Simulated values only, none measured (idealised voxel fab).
Process module under the name voxel wiring stack
The cross-section on display is named cut; it measures 175 nm wide, and its cells are 5 nm squares.
Cross-section spec: square-cell grid; bands listed top down; each band is one or more rows. Basically the band line says how high the top is and how high the bottom is, in nm, and then what's in it from left to right, every material with its width in nm. Empty space shows up as "blank", and if a single material carries "all across" it runs the full band edge to edge. The level at which height equals 0 is the one under which the wafer, as it arrives, is entirely one material. No lower edge exists for the bottom band, which continues downward and is notated as in "0..down". Width "30 to 40": first value at the band's top row of cells, second value at its bottom row, equal change from row to row. "identical to before" means the step left every cell of the cross-section as it was. "Unvented internal voids" - sealed voids, min. 8 cells, no opening to top; format: width x height at distance (distance from left edge; nm throughout). Step line, after settings: the simulator's comment on this step. The setting "overlay nm" may be written on the line of a step. When the step uses a mask, the value reports how far to the right of the planned place the mask lay, and a negative value reports that it lay to the left.
-- plan
step 1: RECEIVE with material Si
step 2: CONFORMAL_DEP with material SiO2, thk nm 15
step 3: DIRECTIONAL_DEP with material TiN, thk nm 5
step 4: DIRECTIONAL_DEP with material Ru, thk nm 15
step 5: MASKED_ETCH with tone cover, mask id METAL_1, width nm 20, pitch nm 40, etch materials Ru, depth nm 15, overlay nm 0
step 6: MASKED_ETCH with tone cover, mask id METAL_1, width nm 20, pitch nm 40, etch materials TiN, depth nm 5, overlay nm 0
step 7: CONFORMAL_DEP with material SiN, thk nm 5
step 8: FILL_DEP with material SiO2, thk nm 10
step 9: CMP with height nm 35
step 10: CONFORMAL_DEP with material SiCN, thk nm 5
step 11: DIRECTIONAL_DEP with material SiO2, thk nm 20
step 12: DIRECTIONAL_DEP with material aC, thk nm 10
step 13: PATTERN with tone open, mask id PLUG_1, material resist, width nm 15, pitch nm 80, thk nm 30, overlay nm 0
step 14: DIRECTIONAL_ETCH with etch materials aC, depth nm 10
step 15: STRIP with etch materials resist
step 16: DIRECTIONAL_ETCH with etch materials SiO2, depth nm 20
step 17: DIRECTIONAL_ETCH with etch materials SiCN, depth nm 5
step 18: STRIP with etch materials aC
step 19: CONFORMAL_DEP with material TiN, thk nm 5
step 20: FILL_DEP with material Ru, thk nm 5
step 21: CMP with height nm 60
step 22: CONFORMAL_DEP with material SiCN, thk nm 5
step 23: DIRECTIONAL_DEP with material SiO2, thk nm 15
step 24: MASKED_ETCH with tone open, mask id METAL_2, width nm 20, pitch nm 40, etch materials SiO2, depth nm 15, overlay nm 0
step 25: MASKED_ETCH with tone open, mask id METAL_2, width nm 20, pitch nm 40, etch materials SiCN, depth nm 5, overlay nm 0
step 26: CONFORMAL_DEP with material TiN, thk nm 5
step 27: FILL_DEP with material Ru, thk nm 5
step 28: CMP with height nm 80
step 29: CONFORMAL_DEP with material SiCN, thk nm 5
-- On the first of the two wafers: run conducted according to plan
-- Cross-sectional view of the wafer in its as-received condition, corresponding to the state after step 1
0..down: Si all across
Unvented internal voids: none
-- Cross-section of the wafer subsequent to step 2
15..0: SiO2 all across
Below 0, no change.
-- Cross-section of the wafer subsequent to step 3
20..15: TiN all across
Below 15, no change.
-- Cross-section of the wafer subsequent to step 4
35..20: Ru all across
Below 20, no change.
-- Cross-section of the wafer subsequent to step 5
35..20: 35 blank; 20 Ru; 20 blank; 20 Ru; 20 blank; 20 Ru; 40 blank
Below 20, no change.
-- Cross-section of the wafer subsequent to step 6
35..20: 35 blank; 20 Ru; 20 blank; 20 Ru; 20 blank; 20 Ru; 40 blank
20..15: 35 blank; 20 TiN; 20 blank; 20 TiN; 20 blank; 20 TiN; 40 blank
Below 15, no change.
-- Cross-section of the wafer subsequent to step 7
40..35: 30 blank; 30 SiN; 10 blank; 30 SiN; 10 blank; 30 SiN; 35 blank
35..20: 30 blank; 5 SiN; 20 Ru; 5 SiN; 10 blank; 5 SiN; 20 Ru; 5 SiN; 10 blank; 5 SiN; 20 Ru; 5 SiN; 35 blank
20..15: 35 SiN; 20 TiN; 20 SiN; 20 TiN; 20 SiN; 20 TiN; 40 SiN
Below 15, no change.
-- Cross-section of the wafer subsequent to step 8
50..40: SiO2 all across
40..35: 30 SiO2; 30 SiN; 10 SiO2; 30 SiN; 10 SiO2; 30 SiN; 35 SiO2
35..20: 30 SiO2; 5 SiN; 20 Ru; 5 SiN; 10 SiO2; 5 SiN; 20 Ru; 5 SiN; 10 SiO2; 5 SiN; 20 Ru; 5 SiN; 35 SiO2
Below 20, no change.
-- Cross-section of the wafer subsequent to step 9
35..20: 30 SiO2; 5 SiN; 20 Ru; 5 SiN; 10 SiO2; 5 SiN; 20 Ru; 5 SiN; 10 SiO2; 5 SiN; 20 Ru; 5 SiN; 35 SiO2
Below 20, no change.
-- Cross-section of the wafer subsequent to step 10
40..35: SiCN all across
Below 35, no change.
-- Cross-section of the wafer subsequent to step 11
60..40: SiO2 all across
Below 40, no change.
-- Cross-section of the wafer subsequent to step 12
70..60: aC all across
Below 60, no change.
-- Cross-section of the wafer subsequent to step 13
100..70: 35 resist; 15 blank; 65 resist; 15 blank; 45 resist
Below 70, no change.
-- Cross-section of the wafer subsequent to step 14
90..70: 35 resist; 15 blank; 65 resist; 15 blank; 45 resist
70..60: 35 aC; 15 blank; 65 aC; 15 blank; 45 aC
Below 60, no change.
-- Cross-section of the wafer subsequent to step 15
70..60: 35 aC; 15 blank; 65 aC; 15 blank; 45 aC
Below 60, no change.
-- Cross-section of the wafer subsequent to step 16
70..60: 35 aC; 15 blank; 65 aC; 15 blank; 45 aC
60..40: 35 SiO2; 15 blank; 65 SiO2; 15 blank; 45 SiO2
Below 40, no change.
-- Cross-section of the wafer subsequent to step 17
70..60: 35 aC; 15 blank; 65 aC; 15 blank; 45 aC
60..40: 35 SiO2; 15 blank; 65 SiO2; 15 blank; 45 SiO2
40..35: 35 SiCN; 15 blank; 65 SiCN; 15 blank; 45 SiCN
Below 35, no change.
-- Cross-section of the wafer subsequent to step 18
60..40: 35 SiO2; 15 blank; 65 SiO2; 15 blank; 45 SiO2
Below 40, no change.
-- Cross-section of the wafer subsequent to step 19
65..60: 40 TiN; 5 blank; 75 TiN; 5 blank; 50 TiN
60..40: 35 SiO2; 5 TiN; 5 blank; 5 TiN; 65 SiO2; 5 TiN; 5 blank; 5 TiN; 45 SiO2
40..35: 35 SiCN; 15 TiN; 65 SiCN; 15 TiN; 45 SiCN
Below 35, no change.
-- Cross-section of the wafer subsequent to step 20
70..65: Ru all across
65..60: 40 TiN; 5 Ru; 75 TiN; 5 Ru; 50 TiN
60..40: 35 SiO2; 5 TiN; 5 Ru; 5 TiN; 65 SiO2; 5 TiN; 5 Ru; 5 TiN; 45 SiO2
Below 40, no change.
-- Cross-section of the wafer subsequent to step 21
60..40: 35 SiO2; 5 TiN; 5 Ru; 5 TiN; 65 SiO2; 5 TiN; 5 Ru; 5 TiN; 45 SiO2
Below 40, no change.
-- Cross-section of the wafer subsequent to step 22
65..60: SiCN all across
Below 60, no change.
-- Cross-section of the wafer subsequent to step 23
80..65: SiO2 all across
Below 65, no change.
-- Cross-section of the wafer subsequent to step 24
80..65: 35 SiO2; 20 blank; 20 SiO2; 20 blank; 20 SiO2; 20 blank; 40 SiO2
Below 65, no change.
-- Cross-section of the wafer subsequent to step 25
80..65: 35 SiO2; 20 blank; 20 SiO2; 20 blank; 20 SiO2; 20 blank; 40 SiO2
65..60: 35 SiCN; 20 blank; 20 SiCN; 20 blank; 20 SiCN; 20 blank; 40 SiCN
Below 60, no change.
-- Cross-section of the wafer subsequent to step 26
85..80: 40 TiN; 10 blank; 30 TiN; 10 blank; 30 TiN; 10 blank; 45 TiN
80..65: 35 SiO2; 5 TiN; 10 blank; 5 TiN; 20 SiO2; 5 TiN; 10 blank; 5 TiN; 20 SiO2; 5 TiN; 10 blank; 5 TiN; 40 SiO2
65..60: 35 SiCN; 20 TiN; 20 SiCN; 20 TiN; 20 SiCN; 20 TiN; 40 SiCN
Below 60, no change.
-- Cross-section of the wafer subsequent to step 27
90..85: Ru all across
85..80: 40 TiN; 10 Ru; 30 TiN; 10 Ru; 30 TiN; 10 Ru; 45 TiN
80..65: 35 SiO2; 5 TiN; 10 Ru; 5 TiN; 20 SiO2; 5 TiN; 10 Ru; 5 TiN; 20 SiO2; 5 TiN; 10 Ru; 5 TiN; 40 SiO2
Below 65, no change.
-- Cross-section of the wafer subsequent to step 28
80..65: 35 SiO2; 5 TiN; 10 Ru; 5 TiN; 20 SiO2; 5 TiN; 10 Ru; 5 TiN; 20 SiO2; 5 TiN; 10 Ru; 5 TiN; 40 SiO2
Below 65, no change.
-- Cross-section of the wafer subsequent to step 29
85..80: SiCN all across
Below 80, no change.
-- Second Wafer (Identical Start and Plan, One Processing Error; Matches First Wafer Through Step 1)
-- At the planned end of step 2, the second wafer in cross-section
25..0: SiO2 all across
Below 0, no change.
-- At the planned end of step 3, the second wafer in cross-section
30..25: TiN all across
Below 25, no change.
-- At the planned end of step 4, the second wafer in cross-section
45..30: Ru all across
Below 30, no change.
-- At the planned end of step 5, the second wafer in cross-section
45..30: 35 blank; 20 Ru; 20 blank; 20 Ru; 20 blank; 20 Ru; 40 blank
Below 30, no change.
-- At the planned end of step 6, the second wafer in cross-section
45..30: 35 blank; 20 Ru; 20 blank; 20 Ru; 20 blank; 20 Ru; 40 blank
30..25: 35 blank; 20 TiN; 20 blank; 20 TiN; 20 blank; 20 TiN; 40 blank
Below 25, no change.
-- At the planned end of step 7, the second wafer in cross-section
50..45: 30 blank; 30 SiN; 10 blank; 30 SiN; 10 blank; 30 SiN; 35 blank
45..30: 30 blank; 5 SiN; 20 Ru; 5 SiN; 10 blank; 5 SiN; 20 Ru; 5 SiN; 10 blank; 5 SiN; 20 Ru; 5 SiN; 35 blank
30..25: 35 SiN; 20 TiN; 20 SiN; 20 TiN; 20 SiN; 20 TiN; 40 SiN
Below 25, no change.
-- At the planned end of step 8, the second wafer in cross-section
60..50: SiO2 all across
50..45: 30 SiO2; 30 SiN; 10 SiO2; 30 SiN; 10 SiO2; 30 SiN; 35 SiO2
45..30: 30 SiO2; 5 SiN; 20 Ru; 5 SiN; 10 SiO2; 5 SiN; 20 Ru; 5 SiN; 10 SiO2; 5 SiN; 20 Ru; 5 SiN; 35 SiO2
Below 30, no change.
-- At the planned end of step 9, the second wafer in cross-section
35..30: 30 SiO2; 5 SiN; 20 Ru; 5 SiN; 10 SiO2; 5 SiN; 20 Ru; 5 SiN; 10 SiO2; 5 SiN; 20 Ru; 5 SiN; 35 SiO2
Below 30, no change.
-- At the planned end of step 10, the second wafer in cross-section
40..35: SiCN all across
Below 35, no change.
-- At the planned end of step 11, the second wafer in cross-section
60..40: SiO2 all across
Below 40, no change.
-- At the planned end of step 12, the second wafer in cross-section
70..60: aC all across
Below 60, no change.
-- At the planned end of step 13, the second wafer in cross-section
100..70: 35 resist; 15 blank; 65 resist; 15 blank; 45 resist
Below 70, no change.
-- At the planned end of step 14, the second wafer in cross-section
90..70: 35 resist; 15 blank; 65 resist; 15 blank; 45 resist
70..60: 35 aC; 15 blank; 65 aC; 15 blank; 45 aC
Below 60, no change.
-- At the planned end of step 15, the second wafer in cross-section
70..60: 35 aC; 15 blank; 65 aC; 15 blank; 45 aC
Below 60, no change.
-- At the planned end of step 16, the second wafer in cross-section
70..60: 35 aC; 15 blank; 65 aC; 15 blank; 45 aC
60..40: 35 SiO2; 15 blank; 65 SiO2; 15 blank; 45 SiO2
Below 40, no change.
-- At the planned end of step 17, the second wafer in cross-section
70..60: 35 aC; 15 blank; 65 aC; 15 blank; 45 aC
60..40: 35 SiO2; 15 blank; 65 SiO2; 15 blank; 45 SiO2
40..35: 35 SiCN; 15 blank; 65 SiCN; 15 blank; 45 SiCN
Below 35, no change.
-- At the planned end of step 18, the second wafer in cross-section
60..40: 35 SiO2; 15 blank; 65 SiO2; 15 blank; 45 SiO2
Below 40, no change.
-- At the planned end of step 19, the second wafer in cross-section
65..60: 40 TiN; 5 blank; 75 TiN; 5 blank; 50 TiN
60..40: 35 SiO2; 5 TiN; 5 blank; 5 TiN; 65 SiO2; 5 TiN; 5 blank; 5 TiN; 45 SiO2
40..35: 35 SiCN; 15 TiN; 65 SiCN; 15 TiN; 45 SiCN
Below 35, no change.
-- At the planned end of step 20, the second wafer in cross-section
70..65: Ru all across
65..60: 40 TiN; 5 Ru; 75 TiN; 5 Ru; 50 TiN
60..40: 35 SiO2; 5 TiN; 5 Ru; 5 TiN; 65 SiO2; 5 TiN; 5 Ru; 5 TiN; 45 SiO2
Below 40, no change.
-- At the planned end of step 21, the second wafer in cross-section
60..40: 35 SiO2; 5 TiN; 5 Ru; 5 TiN; 65 SiO2; 5 TiN; 5 Ru; 5 TiN; 45 SiO2
Below 40, no change.
-- At the planned end of step 22, the second wafer in cross-section
65..60: SiCN all across
Below 60, no change.
-- At the planned end of step 23, the second wafer in cross-section
80..65: SiO2 all across
Below 65, no change.
-- At the planned end of step 24, the second wafer in cross-section
80..65: 35 SiO2; 20 blank; 20 SiO2; 20 blank; 20 SiO2; 20 blank; 40 SiO2
Below 65, no change.
-- At the planned end of step 25, the second wafer in cross-section
80..65: 35 SiO2; 20 blank; 20 SiO2; 20 blank; 20 SiO2; 20 blank; 40 SiO2
65..60: 35 SiCN; 20 blank; 20 SiCN; 20 blank; 20 SiCN; 20 blank; 40 SiCN
Below 60, no change.
-- At the planned end of step 26, the second wafer in cross-section
85..80: 40 TiN; 10 blank; 30 TiN; 10 blank; 30 TiN; 10 blank; 45 TiN
80..65: 35 SiO2; 5 TiN; 10 blank; 5 TiN; 20 SiO2; 5 TiN; 10 blank; 5 TiN; 20 SiO2; 5 TiN; 10 blank; 5 TiN; 40 SiO2
65..60: 35 SiCN; 20 TiN; 20 SiCN; 20 TiN; 20 SiCN; 20 TiN; 40 SiCN
Below 60, no change.
-- At the planned end of step 27, the second wafer in cross-section
90..85: Ru all across
85..80: 40 TiN; 10 Ru; 30 TiN; 10 Ru; 30 TiN; 10 Ru; 45 TiN
80..65: 35 SiO2; 5 TiN; 10 Ru; 5 TiN; 20 SiO2; 5 TiN; 10 Ru; 5 TiN; 20 SiO2; 5 TiN; 10 Ru; 5 TiN; 40 SiO2
Below 65, no change.
-- At the planned end of step 28, the second wafer in cross-section
80..65: 35 SiO2; 5 TiN; 10 Ru; 5 TiN; 20 SiO2; 5 TiN; 10 Ru; 5 TiN; 20 SiO2; 5 TiN; 10 Ru; 5 TiN; 40 SiO2
Below 65, no change.
-- At the planned end of step 29, the second wafer in cross-section
85..80: SiCN all across
Below 80, no change.
Finding, execution versus plan: step 2 did not happen as planned, as run it was CONFORMAL_DEP with material SiO2, thk nm 25
Bottom line after processing is that, in cells, the second wafer is up or down on some materials versus the first: -24 Ru, -12 SiN, +36 SiO2
